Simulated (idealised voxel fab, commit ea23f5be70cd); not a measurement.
You're looking at the process module voxel capacitor over wiring.
Shown is cross-section cut, with a width of 235 nm and square cells of size 5 nm.
We lay out every cross-section as a grid of square cells and spell it out in bands from the top down, where one band means one or more rows of cells.
A band entry consists of two parts. The first gives the height of the band's top and the height of its bottom, in nm. The rest lists the band's materials from left to right, each with its width in nm. A single material labelled with the word "throughout" fills the band from edge to edge, and the word "air" marks empty space.
Height 0 is the level under which the wafer as received is all one material. The lowest band goes on downwards, as in "from 0 down".
Think of "30..40" as a width that walks from the first number to the second as you go down the band, top row to bottom row, taking equal-sized steps from row to row.
"nothing changed" means the step left every cell of the cross-section as it was.
Closed empty spaces (no open way to the top) of 8 cells or more are what "Sealed void inventory" lists, each as width x height at distance from the left edge, nm for all three.
What comes after the settings on a step's line is commentary from the simulator itself on that step.
The line of a step may include "overlay nm". On a step with a mask, this value is how far to the right of its planned place the mask lay. A negative value means the mask lay to the left.
In what follows, pairs of cross-sections are presented, each taken before and after one process step, with the after cross-section shown only down to the lowest band that was altered; the step, together with its settings, is stated below the pair. The pairs may stem from different runs of this module on the same starting wafer; accordingly, a pair should be taken as continuing from the one above it solely where its entry headed "Before processing step" indicates as much.
Before processing step
	from 0 down | Si throughout
	Sealed void inventory: none
Post-Step Geometry
	from 10 to 0 | SiO2 throughout
	Everything under 0 stays put, no change at all.
	Sealed void inventory: none
Step, pre vs post cross-sections above: CONFORMAL_DEP,material SiO2,thk nm 10
Before processing step: look at the pair above, its after cross-section is where this step starts.
Post-Step Geometry
	from 15 to 10 | SiCN throughout
	Everything under 10 stays put, no change at all.
	Sealed void inventory: none
Step, pre vs post cross-sections above: CONFORMAL_DEP,material SiCN,thk nm 5
Before processing step: look at the pair above, its after cross-section is where this step starts.
Post-Step Geometry
	from 30 to 15 | SiO2 throughout
	Everything under 15 stays put, no change at all.
	Sealed void inventory: none
Step, pre vs post cross-sections above: DIRECTIONAL_DEP,material SiO2,thk nm 15
Before processing step: look at the pair above, its after cross-section is where this step starts.
Post-Step Geometry
	from 45 to 30 | aC throughout
	Everything under 30 stays put, no change at all.
	Sealed void inventory: none
Step, pre vs post cross-sections above: DIRECTIONAL_DEP,material aC,thk nm 15
Before processing step: look at the pair above, its after cross-section is where this step starts.
Post-Step Geometry
	from 80 to 45 | resist: 65 / air: 20 / resist: 60 / air: 20 / resist: 70
	Everything under 45 stays put, no change at all.
	Sealed void inventory: none
Step, pre vs post cross-sections above: PATTERN,tone open,mask id METAL_1,material resist,width nm 20,pitch nm 80,thk nm 35,overlay nm 0
Before processing step: look at the pair above, its after cross-section is where this step starts.
Post-Step Geometry
	from 65 to 45 | resist: 65 / air: 20 / resist: 60 / air: 20 / resist: 70
	from 45 to 30 | aC: 65 / air: 20 / aC: 60 / air: 20 / aC: 70
	Everything under 30 stays put, no change at all.
	Sealed void inventory: none
Step, pre vs post cross-sections above: DIRECTIONAL_ETCH,etch materials aC,depth nm 15
Before processing step: look at the pair above, its after cross-section is where this step starts.
Post-Step Geometry
	from 45 to 30 | aC: 65 / air: 20 / aC: 60 / air: 20 / aC: 70
	Everything under 30 stays put, no change at all.
	Sealed void inventory: none
Step, pre vs post cross-sections above: STRIP,etch materials resist
Before processing step: look at the pair above, its after cross-section is where this step starts.
Post-Step Geometry
	from 45 to 30 | aC: 65 / air: 20 / aC: 60 / air: 20 / aC: 70
	from 30 to 15 | SiO2: 65 / air: 20 / SiO2: 60 / air: 20 / SiO2: 70
	Everything under 15 stays put, no change at all.
	Sealed void inventory: none
Step, pre vs post cross-sections above: DIRECTIONAL_ETCH,etch materials SiO2,depth nm 15
Before processing step: look at the pair above, its after cross-section is where this step starts.
Post-Step Geometry
	from 45 to 30 | aC: 65 / air: 20 / aC: 60 / air: 20 / aC: 70
	from 30 to 15 | SiO2: 65 / air: 20 / SiO2: 60 / air: 20 / SiO2: 70
	from 15 to 10 | SiCN: 65 / air: 20 / SiCN: 60 / air: 20 / SiCN: 70
	Everything under 10 stays put, no change at all.
	Sealed void inventory: none
Step, pre vs post cross-sections above: DIRECTIONAL_ETCH,etch materials SiCN,depth nm 5
Before processing step: look at the pair above, its after cross-section is where this step starts.
Post-Step Geometry
	from 30 to 15 | SiO2: 65 / air: 20 / SiO2: 60 / air: 20 / SiO2: 70
	Everything under 15 stays put, no change at all.
	Sealed void inventory: none
Step, pre vs post cross-sections above: STRIP,etch materials aC
Before processing step: look at the pair above, its after cross-section is where this step starts.
Post-Step Geometry
	from 35 to 30 | TiN: 70 / air: 10 / TiN: 70 / air: 10 / TiN: 75
	from 30 to 15 | SiO2: 65 / TiN: 5 / air: 10 / TiN: 5 / SiO2: 60 / TiN: 5 / air: 10 / TiN: 5 / SiO2: 70
	from 15 to 10 | SiCN: 65 / TiN: 20 / SiCN: 60 / TiN: 20 / SiCN: 70
	Everything under 10 stays put, no change at all.
	Sealed void inventory: none
Step, pre vs post cross-sections above: CONFORMAL_DEP,material TiN,thk nm 5
Before processing step: look at the pair above, its after cross-section is where this step starts.
Post-Step Geometry
	from 40 to 35 | Cu throughout
	from 35 to 30 | TiN: 70 / Cu: 10 / TiN: 70 / Cu: 10 / TiN: 75
	from 30 to 15 | SiO2: 65 / TiN: 5 / Cu: 10 / TiN: 5 / SiO2: 60 / TiN: 5 / Cu: 10 / TiN: 5 / SiO2: 70
	Everything under 15 stays put, no change at all.
	Sealed void inventory: none
Step, pre vs post cross-sections above: FILL_DEP,material Cu,thk nm 5
Before processing step: look at the pair above, its after cross-section is where this step starts.
Post-Step Geometry
	from 30 to 15 | SiO2: 65 / TiN: 5 / Cu: 10 / TiN: 5 / SiO2: 60 / TiN: 5 / Cu: 10 / TiN: 5 / SiO2: 70
	Everything under 15 stays put, no change at all.
	Sealed void inventory: none
Step, pre vs post cross-sections above: CMP,height nm 30
Before processing step: look at the pair above, its after cross-section is where this step starts.
Post-Step Geometry
	from 35 to 30 | SiCN throughout
	Everything under 30 stays put, no change at all.
	Sealed void inventory: none
Step, pre vs post cross-sections above: CONFORMAL_DEP,material SiCN,thk nm 5
Before processing step: look at the pair above, its after cross-section is where this step starts.
Post-Step Geometry
	from 50 to 35 | SiO2 throughout
	Everything under 35 stays put, no change at all.
	Sealed void inventory: none
Step, pre vs post cross-sections above: DIRECTIONAL_DEP,material SiO2,thk nm 15
Before processing step: look at the pair above, its after cross-section is where this step starts.
Post-Step Geometry
	from 65 to 50 | resist: 70 / air: 15 / resist: 150
	Everything under 50 stays put, no change at all.
	Sealed void inventory: none
Step, pre vs post cross-sections above: PATTERN,tone open,mask id PLUG_1,material resist,width nm 15,thk nm 15,overlay nm 0
Before processing step: look at the pair above, its after cross-section is where this step starts.
Post-Step Geometry
	from 65 to 50 | resist: 70 / air: 15 / resist: 150
	from 50 to 35 | SiO2: 70 / air: 15 / SiO2: 150
	Everything under 35 stays put, no change at all.
	Sealed void inventory: none
Step, pre vs post cross-sections above: DIRECTIONAL_ETCH,etch materials SiO2,depth nm 15
Before processing step: look at the pair above, its after cross-section is where this step starts.
Post-Step Geometry
	from 65 to 50 | resist: 70 / air: 15 / resist: 150
	from 50 to 35 | SiO2: 70 / air: 15 / SiO2: 150
	from 35 to 30 | SiCN: 70 / air: 15 / SiCN: 150
	Everything under 30 stays put, no change at all.
	Sealed void inventory: none
Step, pre vs post cross-sections above: DIRECTIONAL_ETCH,etch materials SiCN,depth nm 5
Before processing step: look at the pair above, its after cross-section is where this step starts.
Post-Step Geometry
	from 50 to 35 | SiO2: 70 / air: 15 / SiO2: 150
	Everything under 35 stays put, no change at all.
	Sealed void inventory: none
Step, pre vs post cross-sections above: STRIP,etch materials resist
Before processing step: look at the pair above, its after cross-section is where this step starts.
Post-Step Geometry
	from 55 to 50 | TiN: 75 / air: 5 / TiN: 155
	from 50 to 35 | SiO2: 70 / TiN: 5 / air: 5 / TiN: 5 / SiO2: 150
	from 35 to 30 | SiCN: 70 / TiN: 15 / SiCN: 150
	Everything under 30 stays put, no change at all.
	Sealed void inventory: none
Step, pre vs post cross-sections above: CONFORMAL_DEP,material TiN,thk nm 5
Before processing step: look at the pair above, its after cross-section is where this step starts.
Post-Step Geometry
	from 65 to 55 | W throughout
	from 55 to 50 | TiN: 75 / W: 5 / TiN: 155
	from 50 to 35 | SiO2: 70 / TiN: 5 / W: 5 / TiN: 5 / SiO2: 150
	Everything under 35 stays put, no change at all.
	Sealed void inventory: none
Step, pre vs post cross-sections above: FILL_DEP,material W,thk nm 10
Before processing step: look at the pair above, its after cross-section is where this step starts.
Post-Step Geometry
	from 50 to 35 | SiO2: 70 / TiN: 5 / W: 5 / TiN: 5 / SiO2: 150
	Everything under 35 stays put, no change at all.
	Sealed void inventory: none
Step, pre vs post cross-sections above: CMP,height nm 50
Before processing step: look at the pair above, its after cross-section is where this step starts.
Post-Step Geometry
	from 60 to 50 | TiN throughout
	Everything under 50 stays put, no change at all.
	Sealed void inventory: none
Step, pre vs post cross-sections above: DIRECTIONAL_DEP,material TiN,thk nm 10
Before processing step: look at the pair above, its after cross-section is where this step starts.
Post-Step Geometry
	from 65 to 60 | HfO2 throughout
	Everything under 60 stays put, no change at all.
	Sealed void inventory: none
Step, pre vs post cross-sections above: DIRECTIONAL_DEP,material HfO2,thk nm 5
Before processing step: look at the pair above, its after cross-section is where this step starts.
Post-Step Geometry
	from 70 to 65 | TiN throughout
	Everything under 65 stays put, no change at all.
	Sealed void inventory: none
Step, pre vs post cross-sections above: DIRECTIONAL_DEP,material TiN,thk nm 5
Before processing step: look at the pair above, its after cross-section is where this step starts.
Post-Step Geometry
	from 90 to 70 | air: 70 / resist: 65 / air: 100
	Everything under 70 stays put, no change at all.
	Sealed void inventory: none
Step, pre vs post cross-sections above: PATTERN,tone cover,mask id UPPER_PLATE,material resist,width nm 65,thk nm 20,overlay nm 0
Before processing step: look at the pair above, its after cross-section is where this step starts.
Post-Step Geometry
	from 90 to 70 | air: 70 / resist: 65 / air: 100
	from 70 to 65 | air: 70 / TiN: 65 / air: 100
	Everything under 65 stays put, no change at all.
	Sealed void inventory: none
Step, pre vs post cross-sections above: DIRECTIONAL_ETCH,etch materials TiN,depth nm 5
Before processing step: look at the pair above, its after cross-section is where this step starts.
Post-Step Geometry
	from 90 to 70 | air: 70 / resist: 65 / air: 100
	from 70 to 65 | air: 70 / TiN: 65 / air: 100
	from 65 to 60 | air: 70 / HfO2: 65 / air: 100
	Everything under 60 stays put, no change at all.
	Sealed void inventory: none
Step, pre vs post cross-sections above: DIRECTIONAL_ETCH,etch materials HfO2,depth nm 5
Before processing step: look at the pair above, its after cross-section is where this step starts.
Post-Step Geometry
	from 70 to 65 | air: 70 / TiN: 65 / air: 100
	Everything under 65 stays put, no change at all.
	Sealed void inventory: none
Step, pre vs post cross-sections above: STRIP,etch materials resist
Before processing step: look at the pair above, its after cross-section is where this step starts.
Post-Step Geometry
	from 90 to 70 | air: 65 / resist: 75 / air: 95
	from 70 to 65 | air: 65 / resist: 5 / TiN: 65 / resist: 5 / air: 95
	from 65 to 60 | air: 65 / resist: 5 / HfO2: 65 / resist: 5 / air: 95
	Everything under 60 stays put, no change at all.
	Sealed void inventory: none
Step, pre vs post cross-sections above: PATTERN,tone cover,mask id LOWER_PLATE,material resist,width nm 75,thk nm 20,overlay nm 0
Before processing step: look at the pair above, its after cross-section is where this step starts.
Post-Step Geometry
	from 90 to 70 | air: 65 / resist: 75 / air: 95
	from 70 to 65 | air: 65 / resist: 5 / TiN: 65 / resist: 5 / air: 95
	from 65 to 60 | air: 65 / resist: 5 / HfO2: 65 / resist: 5 / air: 95
	from 60 to 50 | air: 65 / TiN: 75 / air: 95
	Everything under 50 stays put, no change at all.
	Sealed void inventory: none
Step, pre vs post cross-sections above: DIRECTIONAL_ETCH,etch materials TiN,depth nm 10
Before processing step: look at the pair above, its after cross-section is where this step starts.
Post-Step Geometry
	from 70 to 65 | air: 70 / TiN: 65 / air: 100
	from 65 to 60 | air: 70 / HfO2: 65 / air: 100
	Everything under 60 stays put, no change at all.
	Sealed void inventory: none
Step, pre vs post cross-sections above: STRIP,etch materials resist
Before processing step: look at the pair above, its after cross-section is where this step starts.
Post-Step Geometry
	from 90 to 70 | SiO2 throughout
	from 70 to 65 | SiO2: 70 / TiN: 65 / SiO2: 100
	from 65 to 60 | SiO2: 70 / HfO2: 65 / SiO2: 100
	from 60 to 50 | SiO2: 65 / TiN: 75 / SiO2: 95
	Everything under 50 stays put, no change at all.
	Sealed void inventory: none
Step, pre vs post cross-sections above: FILL_DEP,material SiO2,thk nm 20
Before processing step: look at the pair above, its after cross-section is where this step starts.
Post-Step Geometry
	from 85 to 70 | SiO2 throughout
	Everything under 70 stays put, no change at all.
	Sealed void inventory: none
Step, pre vs post cross-sections above: CMP,height nm 85
Before processing step: look at the pair above, its after cross-section is where this step starts.
Post-Step Geometry
	from 100 to 85 | resist: 80 / air: 15 / resist: 140
	Everything under 85 stays put, no change at all.
	Sealed void inventory: none
Step, pre vs post cross-sections above: PATTERN,tone open,mask id PLUG_2,material resist,width nm 15,thk nm 15,overlay nm 0
Before processing step: look at the pair above, its after cross-section is where this step starts.
Post-Step Geometry
	from 100 to 85 | resist: 80 / air: 15 / resist: 140
	from 85 to 70 | SiO2: 80 / air: 15 / SiO2: 140
	Everything under 70 stays put, no change at all.
	Sealed void inventory: none
Step, pre vs post cross-sections above: DIRECTIONAL_ETCH,etch materials SiO2,depth nm 15
Before processing step: look at the pair above, its after cross-section is where this step starts.
Post-Step Geometry
	from 85 to 70 | SiO2: 80 / air: 15 / SiO2: 140
	Everything under 70 stays put, no change at all.
	Sealed void inventory: none
Step, pre vs post cross-sections above: STRIP,etch materials resist
Before processing step: look at the pair above, its after cross-section is where this step starts.
Post-Step Geometry
	from 90 to 85 | TiN: 85 / air: 5 / TiN: 145
	from 85 to 75 | SiO2: 80 / TiN: 5 / air: 5 / TiN: 5 / SiO2: 140
	from 75 to 65 | SiO2: 80..70 / TiN: 15..65 / SiO2: 140..100
	Everything under 65 stays put, no change at all.
	Sealed void inventory: none
Step, pre vs post cross-sections above: CONFORMAL_DEP,material TiN,thk nm 5
Before processing step: look at the pair above, its after cross-section is where this step starts.
Post-Step Geometry
	from 100 to 90 | W throughout
	from 90 to 85 | TiN: 85 / W: 5 / TiN: 145
	from 85 to 75 | SiO2: 80 / TiN: 5 / W: 5 / TiN: 5 / SiO2: 140
	Everything under 75 stays put, no change at all.
	Sealed void inventory: none
Step, pre vs post cross-sections above: FILL_DEP,material W,thk nm 10
Before processing step: look at the pair above, its after cross-section is where this step starts.
Post-Step Geometry
	from 85 to 75 | SiO2: 80 / TiN: 5 / W: 5 / TiN: 5 / SiO2: 140
	Everything under 75 stays put, no change at all.
	Sealed void inventory: none
Step, pre vs post cross-sections above: CMP,height nm 85
Before processing step: look at the pair above, its after cross-section is where this step starts.
Post-Step Geometry
	from 90 to 85 | SiN throughout
	Everything under 85 stays put, no change at all.
	Sealed void inventory: none
Step, pre vs post cross-sections above: CONFORMAL_DEP,material SiN,thk nm 5
Before processing step
	from 60 to 50 | TiN throughout
	from 50 to 35 | SiO2: 70 / TiN: 5 / W: 5 / TiN: 5 / SiO2: 150
	from 35 to 30 | SiCN: 70 / TiN: 15 / SiCN: 150
	from 30 to 15 | SiO2: 65 / TiN: 5 / Cu: 10 / TiN: 5 / SiO2: 60 / TiN: 5 / Cu: 10 / TiN: 5 / SiO2: 70
	from 15 to 10 | SiCN: 65 / TiN: 20 / SiCN: 60 / TiN: 20 / SiCN: 70
	from 10 to 0 | SiO2 throughout
	from 0 down | Si throughout
	Sealed void inventory: none
Post-Step Geometry
	from 65 to 50 | TiN throughout
	Everything under 50 stays put, no change at all.
	Sealed void inventory: none
Step, pre vs post cross-sections above: DIRECTIONAL_DEP,material TiN,thk nm 5
Before processing step: look at the pair above, its after cross-section is where this step starts.
Post-Step Geometry
	from 85 to 65 | air: 70 / resist: 65 / air: 100
	Everything under 65 stays put, no change at all.
	Sealed void inventory: none
Step, pre vs post cross-sections above: PATTERN,tone cover,mask id UPPER_PLATE,material resist,width nm 65,thk nm 20,overlay nm 0
Before processing step: look at the pair above, its after cross-section is where this step starts.
Post-Step Geometry
	from 85 to 65 | air: 70 / resist: 65 / air: 100
	from 65 to 60 | air: 70 / TiN: 65 / air: 100
	Everything under 60 stays put, no change at all.
	Sealed void inventory: none
Step, pre vs post cross-sections above: DIRECTIONAL_ETCH,etch materials TiN,depth nm 5
Before processing step: look at the pair above, its after cross-section is where this step starts.
Post-Step Geometry
	from 65 to 60 | air: 70 / TiN: 65 / air: 100
	Everything under 60 stays put, no change at all.
	Sealed void inventory: none
Step, pre vs post cross-sections above: STRIP,etch materials resist
Before processing step: look at the pair above, its after cross-section is where this step starts.
Post-Step Geometry
	from 85 to 65 | air: 65 / resist: 75 / air: 95
	from 65 to 60 | air: 65 / resist: 5 / TiN: 65 / resist: 5 / air: 95
	Everything under 60 stays put, no change at all.
	Sealed void inventory: none
Step, pre vs post cross-sections above: PATTERN,tone cover,mask id LOWER_PLATE,material resist,width nm 75,thk nm 20,overlay nm 0
Before processing step: look at the pair above, its after cross-section is where this step starts.
Post-Step Geometry
	from 85 to 65 | air: 65 / resist: 75 / air: 95
	from 65 to 60 | air: 65 / resist: 5 / TiN: 65 / resist: 5 / air: 95
	from 60 to 50 | air: 65 / TiN: 75 / air: 95
	Everything under 50 stays put, no change at all.
	Sealed void inventory: none
Step, pre vs post cross-sections above: DIRECTIONAL_ETCH,etch materials TiN,depth nm 10
Before processing step: look at the pair above, its after cross-section is where this step starts.
Post-Step Geometry
	from 65 to 60 | air: 70 / TiN: 65 / air: 100
	Everything under 60 stays put, no change at all.
	Sealed void inventory: none
Step, pre vs post cross-sections above: STRIP,etch materials resist
Before processing step: look at the pair above, its after cross-section is where this step starts.
Post-Step Geometry
	from 85 to 65 | SiO2 throughout
	from 65 to 60 | SiO2: 70 / TiN: 65 / SiO2: 100
	from 60 to 50 | SiO2: 65 / TiN: 75 / SiO2: 95
	Everything under 50 stays put, no change at all.
	Sealed void inventory: none
Step, pre vs post cross-sections above: FILL_DEP,material SiO2,thk nm 20
Before processing step: look at the pair above, its after cross-section is where this step starts.
Post-Step Geometry
	from 100 to 85 | resist: 80 / air: 15 / resist: 140
	Everything under 85 stays put, no change at all.
	Sealed void inventory: none
Step, pre vs post cross-sections above: PATTERN,tone open,mask id PLUG_2,material resist,width nm 15,thk nm 15,overlay nm 0
Before processing step: look at the pair above, its after cross-section is where this step starts.
Post-Step Geometry
	from 100 to 85 | resist: 80 / air: 15 / resist: 140
	from 85 to 70 | SiO2: 80 / air: 15 / SiO2: 140
	Everything under 70 stays put, no change at all.
	Sealed void inventory: none
Step, pre vs post cross-sections above: DIRECTIONAL_ETCH,etch materials SiO2,depth nm 15
Before processing step: look at the pair above, its after cross-section is where this step starts.
Post-Step Geometry
	from 85 to 70 | SiO2: 80 / air: 15 / SiO2: 140
	Everything under 70 stays put, no change at all.
	Sealed void inventory: none
Step, pre vs post cross-sections above: STRIP,etch materials resist
Before processing step: look at the pair above, its after cross-section is where this step starts.
Post-Step Geometry
	from 90 to 85 | TiN: 85 / air: 5 / TiN: 145
	from 85 to 75 | SiO2: 80 / TiN: 5 / air: 5 / TiN: 5 / SiO2: 140
	from 75 to 70 | SiO2: 80 / TiN: 15 / SiO2: 140
	Everything under 70 stays put, no change at all.
	Sealed void inventory: none
Step, pre vs post cross-sections above: CONFORMAL_DEP,material TiN,thk nm 5
Before processing step: look at the pair above, its after cross-section is where this step starts.
Post-Step Geometry
	from 100 to 90 | W throughout
	from 90 to 85 | TiN: 85 / W: 5 / TiN: 145
	from 85 to 75 | SiO2: 80 / TiN: 5 / W: 5 / TiN: 5 / SiO2: 140
	Everything under 75 stays put, no change at all.
	Sealed void inventory: none
Step, pre vs post cross-sections above: FILL_DEP,material W,thk nm 10
Before processing step: look at the pair above, its after cross-section is where this step starts.
Post-Step Geometry
	from 85 to 75 | SiO2: 80 / TiN: 5 / W: 5 / TiN: 5 / SiO2: 140
	Everything under 75 stays put, no change at all.
	Sealed void inventory: none
Step, pre vs post cross-sections above: CMP,height nm 85
Before processing step: look at the pair above, its after cross-section is where this step starts.
Post-Step Geometry
	from 90 to 85 | SiN throughout
	Everything under 85 stays put, no change at all.
	Sealed void inventory: none
Step, pre vs post cross-sections above: CONFORMAL_DEP,material SiN,thk nm 5
Before processing step
	from 30 to 15 | SiO2: 65 / TiN: 5 / Cu: 10 / TiN: 5 / SiO2: 60 / TiN: 5 / Cu: 10 / TiN: 5 / SiO2: 70
	from 15 to 10 | SiCN: 65 / TiN: 20 / SiCN: 60 / TiN: 20 / SiCN: 70
	from 10 to 0 | SiO2 throughout
	from 0 down | Si throughout
	Sealed void inventory: none
Post-Step Geometry
	from 45 to 30 | SiO2 throughout
	Everything under 30 stays put, no change at all.
	Sealed void inventory: none
Step, pre vs post cross-sections above: DIRECTIONAL_DEP,material SiO2,thk nm 15
Before processing step: look at the pair above, its after cross-section is where this step starts.
Post-Step Geometry
	from 50 to 45 | SiCN throughout
	Everything under 45 stays put, no change at all.
	Sealed void inventory: none
Step, pre vs post cross-sections above: CONFORMAL_DEP,material SiCN,thk nm 5
Before processing step: look at the pair above, its after cross-section is where this step starts.
Post-Step Geometry
	from 65 to 50 | resist: 70 / air: 15 / resist: 150
	Everything under 50 stays put, no change at all.
	Sealed void inventory: none
Step, pre vs post cross-sections above: PATTERN,tone open,mask id PLUG_1,material resist,width nm 15,thk nm 15,overlay nm 0
Before processing step: look at the pair above, its after cross-section is where this step starts.
Post-Step Geometry
	from 65 to 50 | resist: 70 / air: 15 / resist: 150
	from 50 to 45 | SiCN: 70 / air: 15 / SiCN: 150
	Everything under 45 stays put, no change at all.
	Sealed void inventory: none
Step, pre vs post cross-sections above: DIRECTIONAL_ETCH,etch materials SiCN,depth nm 5
Before processing step: look at the pair above, its after cross-section is where this step starts.
Post-Step Geometry
	from 50 to 45 | SiCN: 70 / air: 15 / SiCN: 150
	Everything under 45 stays put, no change at all.
	Sealed void inventory: none
Step, pre vs post cross-sections above: STRIP,etch materials resist
Before processing step: look at the pair above, its after cross-section is where this step starts.
Post-Step Geometry
	from 55 to 50 | TiN: 75 / air: 5 / TiN: 155
	from 50 to 45 | SiCN: 70 / TiN: 15 / SiCN: 150
	Everything under 45 stays put, no change at all.
	Sealed void inventory: none
Step, pre vs post cross-sections above: CONFORMAL_DEP,material TiN,thk nm 5
Before processing step: look at the pair above, its after cross-section is where this step starts.
Post-Step Geometry
	from 65 to 55 | W throughout
	from 55 to 50 | TiN: 75 / W: 5 / TiN: 155
	Everything under 50 stays put, no change at all.
	Sealed void inventory: none
Step, pre vs post cross-sections above: FILL_DEP,material W,thk nm 10
Before processing step: look at the pair above, its after cross-section is where this step starts.
Post-Step Geometry
	from 50 to 45 | SiCN: 70 / TiN: 15 / SiCN: 150
	Everything under 45 stays put, no change at all.
	Sealed void inventory: none
Step, pre vs post cross-sections above: CMP,height nm 50
Before processing step: look at the pair above, its after cross-section is where this step starts.
Post-Step Geometry
	from 60 to 50 | TiN throughout
	Everything under 50 stays put, no change at all.
	Sealed void inventory: none
Step, pre vs post cross-sections above: DIRECTIONAL_DEP,material TiN,thk nm 10
Before processing step: look at the pair above, its after cross-section is where this step starts.
Post-Step Geometry
	from 65 to 60 | HfO2 throughout
	Everything under 60 stays put, no change at all.
	Sealed void inventory: none
Step, pre vs post cross-sections above: DIRECTIONAL_DEP,material HfO2,thk nm 5
Before processing step: look at the pair above, its after cross-section is where this step starts.
Post-Step Geometry
	from 70 to 65 | TiN throughout
	Everything under 65 stays put, no change at all.
	Sealed void inventory: none
Step, pre vs post cross-sections above: DIRECTIONAL_DEP,material TiN,thk nm 5
Before processing step: look at the pair above, its after cross-section is where this step starts.
Post-Step Geometry
	from 90 to 70 | air: 70 / resist: 65 / air: 100
	Everything under 70 stays put, no change at all.
	Sealed void inventory: none
Step, pre vs post cross-sections above: PATTERN,tone cover,mask id UPPER_PLATE,material resist,width nm 65,thk nm 20,overlay nm 0
Before processing step: look at the pair above, its after cross-section is where this step starts.
Post-Step Geometry
	from 90 to 70 | air: 70 / resist: 65 / air: 100
	from 70 to 65 | air: 70 / TiN: 65 / air: 100
	Everything under 65 stays put, no change at all.
	Sealed void inventory: none
Step, pre vs post cross-sections above: DIRECTIONAL_ETCH,etch materials TiN,depth nm 5
Before processing step: look at the pair above, its after cross-section is where this step starts.
Post-Step Geometry
	from 90 to 70 | air: 70 / resist: 65 / air: 100
	from 70 to 65 | air: 70 / TiN: 65 / air: 100
	from 65 to 60 | air: 70 / HfO2: 65 / air: 100
	Everything under 60 stays put, no change at all.
	Sealed void inventory: none
Step, pre vs post cross-sections above: DIRECTIONAL_ETCH,etch materials HfO2,depth nm 5
Before processing step: look at the pair above, its after cross-section is where this step starts.
Post-Step Geometry
	from 70 to 65 | air: 70 / TiN: 65 / air: 100
	Everything under 65 stays put, no change at all.
	Sealed void inventory: none
Step, pre vs post cross-sections above: STRIP,etch materials resist
Before processing step: look at the pair above, its after cross-section is where this step starts.
Post-Step Geometry
	from 90 to 70 | air: 65 / resist: 75 / air: 95
	from 70 to 65 | air: 65 / resist: 5 / TiN: 65 / resist: 5 / air: 95
	from 65 to 60 | air: 65 / resist: 5 / HfO2: 65 / resist: 5 / air: 95
	Everything under 60 stays put, no change at all.
	Sealed void inventory: none
Step, pre vs post cross-sections above: PATTERN,tone cover,mask id LOWER_PLATE,material resist,width nm 75,thk nm 20,overlay nm 0
Before processing step: look at the pair above, its after cross-section is where this step starts.
Post-Step Geometry
	from 90 to 70 | air: 65 / resist: 75 / air: 95
	from 70 to 65 | air: 65 / resist: 5 / TiN: 65 / resist: 5 / air: 95
	from 65 to 60 | air: 65 / resist: 5 / HfO2: 65 / resist: 5 / air: 95
	from 60 to 50 | air: 65 / TiN: 75 / air: 95
	Everything under 50 stays put, no change at all.
	Sealed void inventory: none
Step, pre vs post cross-sections above: DIRECTIONAL_ETCH,etch materials TiN,depth nm 10
Before processing step: look at the pair above, its after cross-section is where this step starts.
Post-Step Geometry
	from 70 to 65 | air: 70 / TiN: 65 / air: 100
	from 65 to 60 | air: 70 / HfO2: 65 / air: 100
	Everything under 60 stays put, no change at all.
	Sealed void inventory: none
Step, pre vs post cross-sections above: STRIP,etch materials resist
Before processing step: look at the pair above, its after cross-section is where this step starts.
Post-Step Geometry
	from 90 to 70 | SiO2 throughout
	from 70 to 65 | SiO2: 70 / TiN: 65 / SiO2: 100
	from 65 to 60 | SiO2: 70 / HfO2: 65 / SiO2: 100
	from 60 to 50 | SiO2: 65 / TiN: 75 / SiO2: 95
	Everything under 50 stays put, no change at all.
	Sealed void inventory: none
Step, pre vs post cross-sections above: FILL_DEP,material SiO2,thk nm 20
Before processing step: look at the pair above, its after cross-section is where this step starts.
Post-Step Geometry
	from 85 to 70 | SiO2 throughout
	Everything under 70 stays put, no change at all.
	Sealed void inventory: none
Step, pre vs post cross-sections above: CMP,height nm 85
Before processing step: look at the pair above, its after cross-section is where this step starts.
Post-Step Geometry
	from 100 to 85 | resist: 80 / air: 15 / resist: 140
	Everything under 85 stays put, no change at all.
	Sealed void inventory: none
Step, pre vs post cross-sections above: PATTERN,tone open,mask id PLUG_2,material resist,width nm 15,thk nm 15,overlay nm 0
Before processing step: look at the pair above, its after cross-section is where this step starts.
Post-Step Geometry
	from 100 to 85 | resist: 80 / air: 15 / resist: 140
	from 85 to 70 | SiO2: 80 / air: 15 / SiO2: 140
	Everything under 70 stays put, no change at all.
	Sealed void inventory: none
Step, pre vs post cross-sections above: DIRECTIONAL_ETCH,etch materials SiO2,depth nm 15
Before processing step: look at the pair above, its after cross-section is where this step starts.
Post-Step Geometry
	from 85 to 70 | SiO2: 80 / air: 15 / SiO2: 140
	Everything under 70 stays put, no change at all.
	Sealed void inventory: none
Step, pre vs post cross-sections above: STRIP,etch materials resist
Before processing step: look at the pair above, its after cross-section is where this step starts.
Post-Step Geometry
	from 90 to 85 | TiN: 85 / air: 5 / TiN: 145
	from 85 to 75 | SiO2: 80 / TiN: 5 / air: 5 / TiN: 5 / SiO2: 140
	from 75 to 65 | SiO2: 80..70 / TiN: 15..65 / SiO2: 140..100
	Everything under 65 stays put, no change at all.
	Sealed void inventory: none
Step, pre vs post cross-sections above: CONFORMAL_DEP,material TiN,thk nm 5
Before processing step: look at the pair above, its after cross-section is where this step starts.
Post-Step Geometry
	from 100 to 90 | W throughout
	from 90 to 85 | TiN: 85 / W: 5 / TiN: 145
	from 85 to 75 | SiO2: 80 / TiN: 5 / W: 5 / TiN: 5 / SiO2: 140
	Everything under 75 stays put, no change at all.
	Sealed void inventory: none
Step, pre vs post cross-sections above: FILL_DEP,material W,thk nm 10
Before processing step: look at the pair above, its after cross-section is where this step starts.
Post-Step Geometry
	from 85 to 75 | SiO2: 80 / TiN: 5 / W: 5 / TiN: 5 / SiO2: 140
	Everything under 75 stays put, no change at all.
	Sealed void inventory: none
Step, pre vs post cross-sections above: CMP,height nm 85
Before processing step: look at the pair above, its after cross-section is where this step starts.
Post-Step Geometry
	from 90 to 85 | SiN throughout
	Everything under 85 stays put, no change at all.
	Sealed void inventory: none
Step, pre vs post cross-sections above: CONFORMAL_DEP,material SiN,thk nm 5
Before processing step
	from 50 to 35 | SiO2: 70 / TiN: 5 / W: 5 / TiN: 5 / SiO2: 150
	from 35 to 30 | SiCN: 70 / TiN: 15 / SiCN: 150
	from 30 to 15 | SiO2: 65 / TiN: 5 / Cu: 10 / TiN: 5 / SiO2: 60 / TiN: 5 / Cu: 10 / TiN: 5 / SiO2: 70
	from 15 to 10 | SiCN: 65 / TiN: 20 / SiCN: 60 / TiN: 20 / SiCN: 70
	from 10 to 0 | SiO2 throughout
	from 0 down | Si throughout
	Sealed void inventory: none
Post-Step Geometry
	from 65 to 50 | TiN throughout
	Everything under 50 stays put, no change at all.
	Sealed void inventory: none
Step, pre vs post cross-sections above: DIRECTIONAL_DEP,material TiN,thk nm 15
Before processing step: look at the pair above, its after cross-section is where this step starts.
Post-Step Geometry
	from 70 to 65 | HfO2 throughout
	Everything under 65 stays put, no change at all.
	Sealed void inventory: none
Step, pre vs post cross-sections above: DIRECTIONAL_DEP,material HfO2,thk nm 5
